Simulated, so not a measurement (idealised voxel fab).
You're looking at the process module voxel wiring stack.
Shown is cross-section cut, with a width of 205 nm and square cells of size 5 nm.
If you're reading a cross-section in this doc, picture square cells in a grid; it comes to you as bands, top ones listed first down to the bottom, and a band can be one or more rows of cells. Top, bottom (nm), then materials left to right with widths (nm); lone material tagged "everywhere" fills the whole band edge to edge; "blank" = empty space. It should be noted that heights are counted from 0, beneath which the wafer as supplied is of one material throughout, and that the lowest band possesses no lower boundary but continues downward, as written in "0 and below". Read "30->40" as a graded width: first number on top, second number at the bottom, same change between each pair of neighbouring rows. Reading "stayed the same" for a step: not a cell of the cross-section changed in it. Enclosed voids (no open way to top), threshold 8 cells or more, entry "Closed empty spaces", notation width x height at distance, distance from left edge, nm. Step line, after settings: the simulator's comment on this step. If you see "overlay nm" on a step's line and that step has a mask, it's telling you how far right of where it was planned the mask ended up; a negative number means it went left instead.

-- This section lists the process steps that were planned
1: RECEIVE: material Si
2: CONFORMAL_DEP: material SiO2, thk nm 15
3: DIRECTIONAL_DEP: material TiN, thk nm 5
4: DIRECTIONAL_DEP: material W, thk nm 15
5: MASKED_ETCH: tone cover, mask id METAL_1, width nm 25, pitch nm 55, etch materials W, depth nm 15, overlay nm 0
6: MASKED_ETCH: tone cover, mask id METAL_1, width nm 25, pitch nm 55, etch materials TiN, depth nm 5, overlay nm 0
7: CONFORMAL_DEP: material SiCN, thk nm 5
8: FILL_DEP: material SiO2, thk nm 10
9: CMP: height nm 35
10: CONFORMAL_DEP: material SiCN, thk nm 5
11: DIRECTIONAL_DEP: material SiO2, thk nm 20
12: PATTERN: tone open, mask id PLUG_1, material resist, width nm 15, pitch nm 55, thk nm 15, overlay nm 0
13: DIRECTIONAL_ETCH: etch materials SiO2, depth nm 20
14: DIRECTIONAL_ETCH: etch materials SiCN, depth nm 5
15: STRIP: etch materials resist
16: CONFORMAL_DEP: material TiN, thk nm 5
17: FILL_DEP: material Cu, thk nm 5
18: CMP: height nm 60
19: CONFORMAL_DEP: material SiCN, thk nm 5
20: DIRECTIONAL_DEP: material lowk, thk nm 15
21: DIRECTIONAL_DEP: material aC, thk nm 10
22: PATTERN: tone open, mask id METAL_2, material resist, width nm 25, pitch nm 55, thk nm 25, overlay nm 0
23: DIRECTIONAL_ETCH: etch materials aC, depth nm 10
24: STRIP: etch materials resist
25: DIRECTIONAL_ETCH: etch materials lowk, depth nm 15
26: DIRECTIONAL_ETCH: etch materials SiCN, depth nm 5
27: STRIP: etch materials aC
28: CONFORMAL_DEP: material TiN, thk nm 5
29: FILL_DEP: material Cu, thk nm 10
30: CMP: height nm 80
31: CONFORMAL_DEP: material SiCN, thk nm 5
32: DIRECTIONAL_DEP: material SiO2, thk nm 15
33: PATTERN: tone open, mask id PLUG_2, material resist, width nm 15, pitch nm 55, thk nm 20, overlay nm 0
34: DIRECTIONAL_ETCH: etch materials SiO2, depth nm 15
35: DIRECTIONAL_ETCH: etch materials SiCN, depth nm 5
36: STRIP: etch materials resist
37: EPI: material Ru, thk nm 10
38: EPI: material Ru, thk nm 10
39: CONFORMAL_DEP: material SiCN, thk nm 5
40: DIRECTIONAL_DEP: material SiO2, thk nm 20
41: DIRECTIONAL_DEP: material aC, thk nm 10
42: PATTERN: tone open, mask id METAL_3, material resist, width nm 25, pitch nm 55, thk nm 25, overlay nm 0
43: DIRECTIONAL_ETCH: etch materials aC, depth nm 10
44: STRIP: etch materials resist
45: DIRECTIONAL_ETCH: etch materials SiO2, depth nm 20
46: DIRECTIONAL_ETCH: etch materials SiCN, depth nm 5
47: STRIP: etch materials aC
48: CONFORMAL_DEP: material TiN, thk nm 5
49: FILL_DEP: material Ru, thk nm 10
50: CMP: height nm 125
51: CONFORMAL_DEP: material SiN, thk nm 5

-- Cross-section of the wafer upon arrival, representing the state reached after step 1
	0 and below = Si everywhere
	Closed empty spaces: none

-- End-of-module XS, first of two wafers, run as planned
	130 down to 125 = SiN everywhere
	125 down to 105 = 60 SiO2  5 TiN  15 Ru  5 TiN  30 SiO2  5 TiN  15 Ru  5 TiN  65 SiO2
	105 down to 100 = 60 SiCN  25 TiN  30 SiCN  25 TiN  65 SiCN
	100 down to 85 = 60 SiO2  15 Ru  40 SiO2  15 Ru  75 SiO2
	85 down to 80 = 60 SiCN  15 Ru  40 SiCN  15 Ru  75 SiCN
	80 down to 65 = 60 lowk  5 TiN  15 Cu  5 TiN  30 lowk  5 TiN  15 Cu  5 TiN  65 lowk
	65 down to 60 = 60 SiCN  25 TiN  30 SiCN  25 TiN  65 SiCN
	60 down to 40 = 60 SiO2  5 TiN  5 Cu  5 TiN  40 SiO2  5 TiN  5 Cu  5 TiN  75 SiO2
	40 down to 35 = 60 SiCN  15 TiN  40 SiCN  15 TiN  75 SiCN
	35 down to 20 = 55 SiO2  5 SiCN  25 W  5 SiCN  20 SiO2  5 SiCN  25 W  5 SiCN  60 SiO2
	20 down to 15 = 60 SiCN  25 TiN  30 SiCN  25 TiN  65 SiCN
	15 down to 0 = SiO2 everywhere
	0 and below = Si everywhere
	Closed empty spaces: none

-- This is the second of the two wafers, cross-sectioned at the end of the module; it started exactly like the first and was given the same plan, but it was run with one mistake
	130 down to 125 = SiN everywhere
	125 down to 105 = 60 SiO2  5 TiN  15 Ru  5 TiN  30 SiO2  5 TiN  15 Ru  5 TiN  65 SiO2
	105 down to 100 = 60 SiCN  25 TiN  30 SiCN  25 TiN  65 SiCN
	100 down to 85 = 60 SiO2  15 Ru  40 SiO2  15 Ru  75 SiO2
	85 down to 80 = 60 SiCN  15 Ru  40 SiCN  15 Ru  75 SiCN
	80 down to 65 = 60 lowk  5 TiN  15 Cu  5 TiN  30 lowk  5 TiN  15 Cu  5 TiN  65 lowk
	65 down to 55 = 60 SiCN  25->15 TiN  30->40 SiCN  25->15 TiN  65->75 SiCN
	55 down to 35 = SiO2 everywhere
	35 down to 20 = 55 SiO2  5 SiCN  25 W  5 SiCN  20 SiO2  5 SiCN  25 W  5 SiCN  60 SiO2
	20 down to 15 = 60 SiCN  25 TiN  30 SiCN  25 TiN  65 SiCN
	15 down to 0 = SiO2 everywhere
	0 and below = Si everywhere
	Closed empty spaces: none
Plan not followed: sequence error: steps 10 and 11 interchanged
At the finish, the second wafer shows more or fewer cells for some materials than the first does: Cu: 8 fewer, SiO2: 24 more, TiN: 16 fewer
